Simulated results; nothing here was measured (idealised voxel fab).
Process module in this document: voxel gate over fins
For reference, the cross-section in this document is cut, with width 195 nm and square cells of 5 nm.
Cross-section spec: square-cell grid; bands listed top down; each band is one or more rows. For a band, the entry starts with two heights in nm, that of the top and then that of the bottom, and carries on with the band's materials in order from left to right, each alongside its width in nm; the word "full width" beside a single material means it fills the band edge to edge, and "air" means empty space. Counting heights begins at 0, where everything beneath is, in the wafer as received, one material. The lowest band has no bottom; it goes on downwards, as "0..down" shows. You'd read "30 to 40" like this: the band's top row of cells is as wide as the first number, its bottom row is as wide as the second, and going down, every row changes width by the same amount as the row before did. Take "no change occurred" at face value: in the step it is given for, the cross-section changed in none of its cells. Unvented internal voids: empty space of 8 cells or more with no open way to the top, each as width x height at its distance from the left edge, in nm. Read whatever lies past the settings on a step's line as the simulator's own remark about the step. When a step includes a mask, the "overlay nm" setting on its line states how far to the right of its planned place that mask lay, and negative values state how far to the left.
-- Process steps foreseen in the plan
1. RECEIVE | material Si
2. CONFORMAL_DEP | material SiN | thk nm 5
3. PATTERN | tone cover | mask id FINS | material resist | width nm 15 | pitch nm 40 | thk nm 20 | overlay nm -15
4. DIRECTIONAL_ETCH | etch materials SiN | depth nm 5
5. DIRECTIONAL_ETCH | etch materials Si | depth nm 35
6. STRIP | etch materials resist
7. OXIDIZE | depth nm 5
8. FILL_DEP | material SiO2 | thk nm 15
9. CMP | height nm 5
10. SELECTIVE_ETCH | etch materials SiO2 | depth nm 20
11. STRIP | etch materials SiN
12. CONFORMAL_DEP | material HfO2 | thk nm 5
13. CONFORMAL_DEP | material TiN | thk nm 5
14. FILL_DEP | material W | thk nm 15
15. CMP | height nm 20
16. CONFORMAL_DEP | material SiCN | thk nm 10
All wafers enter the flow in the same state. The overlay nm at step 3 differs from wafer to wafer, and the plan gives the value for the first wafer.
-- Cross-section of the first incoming wafer of several, state after step 1
  0..down  Si full width
  Unvented internal voids: none
-- Quick look at the cross-section of the first of several wafers after step 16, which wraps up the module
  30..20  SiCN full width
  20..10  W full width
  10..5  W (50), then TiN (25), then W (15), then TiN (25), then W (80)
  5..0  W (50), then TiN (5), then HfO2 (15), then TiN (5), then W (15), then TiN (5), then HfO2 (15), then TiN (5), then W (80)
  0..-5  W (50), then TiN (5), then HfO2 (5), then Si (5), then HfO2 (5), then TiN (5), then W (15), then TiN (5), then HfO2 (5), then Si (5), then HfO2 (5), then TiN (5), then W (80)
  -5..-10  TiN (55), then HfO2 (5), then Si (5), then HfO2 (5), then TiN (25), then HfO2 (5), then Si (5), then HfO2 (5), then TiN (85)
  -10..-15  HfO2 (60), then Si (5), then HfO2 (35), then Si (5), then HfO2 (90)
  -15..-40  SiO2 (60), then Si (5), then SiO2 (35), then Si (5), then SiO2 (90)
  -40..down  Si full width
  Unvented internal voids: none
-- So this is the cross-section on the last wafer at the end of the module
  30..20  SiCN full width
  20..10  W full width
  10..5  W (80), then TiN (25), then W (15), then TiN (25), then W (50)
  5..0  W (80), then TiN (5), then HfO2 (15), then TiN (5), then W (15), then TiN (5), then HfO2 (15), then TiN (5), then W (50)
  0..-5  W (80), then TiN (5), then HfO2 (5), then Si (5), then HfO2 (5), then TiN (5), then W (15), then TiN (5), then HfO2 (5), then Si (5), then HfO2 (5), then TiN (5), then W (50)
  -5..-10  TiN (85), then HfO2 (5), then Si (5), then HfO2 (5), then TiN (25), then HfO2 (5), then Si (5), then HfO2 (5), then TiN (55)
  -10..-15  HfO2 (90), then Si (5), then HfO2 (35), then Si (5), then HfO2 (60)
  -15..-40  SiO2 (90), then Si (5), then SiO2 (35), then Si (5), then SiO2 (60)
  -40..down  Si full width
  Unvented internal voids: none
-- The rows of the table below are wafers. Looking at the end of the module, a row counts, for every material, the cells the wafer has gained, shown as (+), or lost, shown as (-), since it was received; its closed voids come next
overlay nm -15 | +51 HfO2 | -296 Si | +78 SiCN | +185 SiO2 | +51 TiN | +165 W | Unvented internal voids: none
overlay nm -10 | +51 HfO2 | -296 Si | +78 SiCN | +185 SiO2 | +51 TiN | +165 W | Unvented internal voids: none
overlay nm -5 | +51 HfO2 | -296 Si | +78 SiCN | +185 SiO2 | +51 TiN | +165 W | Unvented internal voids: none
overlay nm 0 | +51 HfO2 | -296 Si | +78 SiCN | +185 SiO2 | +51 TiN | +165 W | Unvented internal voids: none
overlay nm 5 | +51 HfO2 | -296 Si | +78 SiCN | +185 SiO2 | +51 TiN | +165 W | Unvented internal voids: none
overlay nm 10 | +51 HfO2 | -296 Si | +78 SiCN | +185 SiO2 | +51 TiN | +165 W | Unvented internal voids: none
overlay nm 15 | +51 HfO2 | -296 Si | +78 SiCN | +185 SiO2 | +51 TiN | +165 W | Unvented internal voids: none
